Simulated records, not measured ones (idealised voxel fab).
voxel plated lines: a process module
For reference, the cross-section in this document is cut, with width 290 nm and square cells of 5 nm.
Reading order for cross-sections: top band down to bottom band. Underlying form: a grid of square cells. Band size: one or more rows of cells. Top height, bottom height, nm. Materials left to right, width each, nm. Single material + "throughout" = fills band edge to edge. "empty" = empty. A quick word on heights: they are counted from 0, and under that level the wafer as it came to us is one material throughout. The lowest band is different from the rest in having no bottom; it simply continues downward, written as in "0 -> down". Width: "30->40" (first number = top row, second number = bottom row, same change from row to row of cells). Reading "same as before" for a step: not a cell of the cross-section changed in it. You'll see "closed voids" listing empty spaces that have no way open to the top, as long as they're 8 cells or more; the notation is width x height at distance, where the distance is from the left edge, and all of it is in nm. Anything after a step's settings on that line? It's the simulator's own note about the step. overlay nm: on a step with a mask, how far right of its planned place the mask lay; negative means left.

Planned process steps:
1 RECEIVE | material Si
2 CONFORMAL_DEP | material SiN | thk nm 5
3 DIRECTIONAL_DEP | material TiN | thk nm 5
4 PATTERN | tone open | mask id LINES | material resist | width nm 15 | pitch nm 40 | thk nm 30 | overlay nm 0
5 EPI | material Ru | thk nm 10
6 EPI | material Ru | thk nm 10
7 STRIP | etch materials resist
8 DIRECTIONAL_ETCH | etch materials TiN | depth nm 5
9 CONFORMAL_DEP | material SiO2 | thk nm 5
Wafers differ in width nm at step 4; plan lists the first wafer's value; identical starting state.

Cross-section: the first of several wafers in its as-received state, i.e. following step 1:
- 0 -> down  Si throughout
- closed voids: none

Wafer cross-section (first of several) - module end, post step 9 (last step):
- 35 -> 30  empty 110 nm; SiO2 25 nm; empty 15 nm; SiO2 25 nm; empty 115 nm
- 30 -> 10  empty 110 nm; SiO2 5 nm; Ru 15 nm; SiO2 5 nm; empty 15 nm; SiO2 5 nm; Ru 15 nm; SiO2 5 nm; empty 115 nm
- 10 -> 5  SiO2 115 nm; TiN 15 nm; SiO2 25 nm; TiN 15 nm; SiO2 120 nm
- 5 -> 0  SiN throughout
- 0 -> down  Si throughout
- closed voids: none

So this is the cross-section on the last wafer at the end of the module:
- 35 -> 30  empty 105 nm; SiO2 35 nm; empty 5 nm; SiO2 35 nm; empty 110 nm
- 30 -> 10  empty 105 nm; SiO2 5 nm; Ru 25 nm; SiO2 5 nm; empty 5 nm; SiO2 5 nm; Ru 25 nm; SiO2 5 nm; empty 110 nm
- 10 -> 5  SiO2 110 nm; TiN 25 nm; SiO2 15 nm; TiN 25 nm; SiO2 115 nm
- 5 -> 0  SiN throughout
- 0 -> down  Si throughout
- closed voids: none

For your reference, the table is organized with a row per wafer; each row reflects the wafer at the end of the module, indicating for each material the cells gained (+) or lost (-) since receipt, and thereafter its closed voids:
width nm 15, +24 Ru, +58 SiN, +78 SiO2, +6 TiN, closed voids: none
width nm 20, +32 Ru, +58 SiN, +78 SiO2, +8 TiN, closed voids: none
width nm 25, +40 Ru, +58 SiN, +78 SiO2, +10 TiN, closed voids: none
